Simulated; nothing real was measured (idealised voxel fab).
process module | voxel self aligned vias
Section shown: cut. Width: 185 nm. Cell size: 5 nm, square.
Think of the cross-section as a grid of square cells. We describe it in bands, top to bottom, and each band covers one or more rows of those cells.
Basically the band line says how high the top is and how high the bottom is, in nm, and then what's in it from left to right, every material with its width in nm. Empty space shows up as "blank", and if a single material carries "edge to edge" it runs the full band edge to edge.
We count height from 0. Below that, the starting wafer is all one material. The lowest band never ends at the bottom but goes on down; see "top 0, no bottom" for how that is written.
You'd read "30..40" like this: the band's top row of cells is as wide as the first number, its bottom row is as wide as the second, and going down, every row changes width by the same amount as the row before did.
Step marked "remains unaltered"? Then no cell in the cross-section changed in it.
The entry "Catalogued sealed voids" lists the empty spaces that cover at least 8 cells and have no open path to the top. Each is written as width x height at distance, where the distance is measured from the left edge and all three values are in nm.
The remark found on a step's line after its settings is issued by the simulator itself and pertains to that step.
overlay nm: how far to the right of its planned place the mask lay on this masked step (negative: to the left).
The following list gives the planned process steps:
1: RECEIVE [material Si]
2: CONFORMAL_DEP [material SiO2] [thk nm 15]
3: CONFORMAL_DEP [material SiCN] [thk nm 5]
4: DIRECTIONAL_DEP [material lowk] [thk nm 30]
5: DIRECTIONAL_DEP [material aC] [thk nm 10]
6: PATTERN [tone open] [mask id LINES] [material resist] [width nm 25] [pitch nm 55] [thk nm 30] [overlay nm 0]
7: DIRECTIONAL_ETCH [etch materials aC] [depth nm 10]
8: STRIP [etch materials resist]
9: DIRECTIONAL_ETCH [etch materials lowk] [depth nm 30]
10: STRIP [etch materials aC]
11: CONFORMAL_DEP [material TiN] [thk nm 5]
12: FILL_DEP [material Ru] [thk nm 5]
13: CMP [height nm 50]
14: SELECTIVE_ETCH [etch materials W Ru TiN] [depth nm 5]
15: FILL_DEP [material SiN] [thk nm 10]
16: CMP [height nm 50]
17: DIRECTIONAL_DEP [material lowk] [thk nm 15]
18: PATTERN [tone open] [mask id VIAS] [material resist] [width nm 35] [pitch nm 55] [thk nm 15] [overlay nm 0]
19: DIRECTIONAL_ETCH [etch materials lowk] [depth nm 15]
20: DIRECTIONAL_ETCH [etch materials SiN] [depth nm 5]
21: STRIP [etch materials resist]
22: CONFORMAL_DEP [material TiN] [thk nm 5]
23: FILL_DEP [material W] [thk nm 10]
24: CMP [height nm 65]
25: CONFORMAL_DEP [material SiCN] [thk nm 5]
Cross-section of the wafer as it came to us, i.e., already through step 1:
	top 0, no bottom = Si edge to edge
	Catalogued sealed voids: none
Cross-sectional view of the first of the two wafers upon completion of the module, processed in accordance with the plan:
	top 70, bottom 65 = SiCN edge to edge
	top 65, bottom 55 = lowk 20 nm; TiN 5 nm; W 25 nm; TiN 5 nm; lowk 20 nm; TiN 5 nm; W 25 nm; TiN 5 nm; lowk 20 nm; TiN 5 nm; W 25 nm; TiN 5 nm; lowk 20 nm
	top 55, bottom 50 = lowk 20 nm; TiN 10 nm; W 15 nm; TiN 10 nm; lowk 20 nm; TiN 10 nm; W 15 nm; TiN 10 nm; lowk 20 nm; TiN 10 nm; W 15 nm; TiN 10 nm; lowk 20 nm
	top 50, bottom 45 = lowk 25 nm; TiN 25 nm; lowk 30 nm; TiN 25 nm; lowk 30 nm; TiN 25 nm; lowk 25 nm
	top 45, bottom 25 = lowk 25 nm; TiN 5 nm; Ru 15 nm; TiN 5 nm; lowk 30 nm; TiN 5 nm; Ru 15 nm; TiN 5 nm; lowk 30 nm; TiN 5 nm; Ru 15 nm; TiN 5 nm; lowk 25 nm
	top 25, bottom 20 = lowk 25 nm; TiN 25 nm; lowk 30 nm; TiN 25 nm; lowk 30 nm; TiN 25 nm; lowk 25 nm
	top 20, bottom 15 = SiCN edge to edge
	top 15, bottom 0 = SiO2 edge to edge
	top 0, no bottom = Si edge to edge
	Catalogued sealed voids: none
Cross-section, second wafer: same start as the first, same plan as the first, one mistake in running it; taken at the end of the module:
	top 85, bottom 80 = SiCN edge to edge
	top 80, bottom 70 = W edge to edge
	top 70, bottom 65 = TiN 25 nm; W 25 nm; TiN 30 nm; W 25 nm; TiN 30 nm; W 25 nm; TiN 25 nm
	top 65, bottom 55 = lowk 20 nm; TiN 5 nm; W 25 nm; TiN 5 nm; lowk 20 nm; TiN 5 nm; W 25 nm; TiN 5 nm; lowk 20 nm; TiN 5 nm; W 25 nm; TiN 5 nm; lowk 20 nm
	top 55, bottom 50 = lowk 20 nm; TiN 10 nm; W 15 nm; TiN 10 nm; lowk 20 nm; TiN 10 nm; W 15 nm; TiN 10 nm; lowk 20 nm; TiN 10 nm; W 15 nm; TiN 10 nm; lowk 20 nm
	top 50, bottom 45 = lowk 25 nm; TiN 25 nm; lowk 30 nm; TiN 25 nm; lowk 30 nm; TiN 25 nm; lowk 25 nm
	top 45, bottom 25 = lowk 25 nm; TiN 5 nm; Ru 15 nm; TiN 5 nm; lowk 30 nm; TiN 5 nm; Ru 15 nm; TiN 5 nm; lowk 30 nm; TiN 5 nm; Ru 15 nm; TiN 5 nm; lowk 25 nm
	top 25, bottom 20 = lowk 25 nm; TiN 25 nm; lowk 30 nm; TiN 25 nm; lowk 30 nm; TiN 25 nm; lowk 25 nm
	top 20, bottom 15 = SiCN edge to edge
	top 15, bottom 0 = SiO2 edge to edge
	top 0, no bottom = Si edge to edge
	Catalogued sealed voids: none
Plan not followed: step 24 of the plan was bypassed and not carried out
Upon completion, the second wafer contains, in terms of cells, a greater or smaller amount of certain materials than the first wafer: 22 more of TiN, 89 more of W
